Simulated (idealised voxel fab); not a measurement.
Process module heading - voxel fin reveal
250 nm wide, 5 nm square cells: that's cross-section cut.
Cross-section layout: square cells on a grid; listed as bands, top to bottom; a band spans one or more cell rows. First you get the band's top height and its bottom height, in nm, and then the materials it's made of, left to right, with each width in nm. If you see a single material with "everywhere", that one covers the band edge to edge. "empty" is empty space. Below 0: as-received wafer, all one material; heights counted from there. Lowest band: no bottom, goes on down, written "0..down". The notation "30 to 40" denotes a width that varies across the rows of cells in the band, beginning at the first number in the top row, finishing at the second number in the bottom row, and changing by an identical amount from each row to the next. "changes: none" for a step: no cell of the cross-section changed in that step. "Fully closed voids" specifies each empty space that is not open to the top and that occupies no fewer than 8 cells, using the form width x height at distance, the distance measured from the left edge and all three quantities in nm. Text after the settings on a step's line: the simulator's own remark on that step. When a step includes a mask, the "overlay nm" setting on its line states how far to the right of its planned place that mask lay, and negative values state how far to the left.
-- This section lists the process steps that were planned
step 1: op RECEIVE | material Si
step 2: op CONFORMAL_DEP | material SiN | thk nm 10
step 3: op DIRECTIONAL_DEP | material aC | thk nm 15
step 4: op PATTERN | tone cover | mask id FINS | material resist | width nm 15 | pitch nm 40 | thk nm 35 | overlay nm 0
step 5: op DIRECTIONAL_ETCH | etch materials aC | depth nm 15
step 6: op STRIP | etch materials resist
step 7: op DIRECTIONAL_ETCH | etch materials SiN | depth nm 10
step 8: op DIRECTIONAL_ETCH | etch materials Si | depth nm 30
step 9: op STRIP | etch materials aC
step 10: op OXIDIZE | depth nm 5
step 11: op FILL_DEP | material SiO2 | thk nm 5
step 12: op CMP | height nm 10
step 13: op SELECTIVE_ETCH | etch materials SiO2 | depth nm 30
step 14: op STRIP | etch materials SiN
step 15: op CONFORMAL_DEP | material SiO2 | thk nm 5
-- Cross-section: wafer on arrival = after step 1
0..down = Si everywhere
Fully closed voids: none
-- Cross-section, end of module. Start: as above. Plan: as above. Execution: one mistake
5..0 = 75 nm empty; 15 nm SiO2; 25 nm empty; 15 nm SiO2; 25 nm empty; 15 nm SiO2; 80 nm empty
0..-5 = 75 nm empty; 5 nm SiO2; 5 nm Si; 5 nm SiO2; 25 nm empty; 5 nm SiO2; 5 nm Si; 5 nm SiO2; 25 nm empty; 5 nm SiO2; 5 nm Si; 5 nm SiO2; 80 nm empty
-5..-35 = 80 nm SiO2; 5 nm Si; 35 nm SiO2; 5 nm Si; 35 nm SiO2; 5 nm Si; 85 nm SiO2
-35..down = Si everywhere
Fully closed voids: none
Which mistake was made when the wafer was run? step 13 did not happen as planned, as run it was op SELECTIVE_ETCH | etch materials SiO2 | depth nm 20
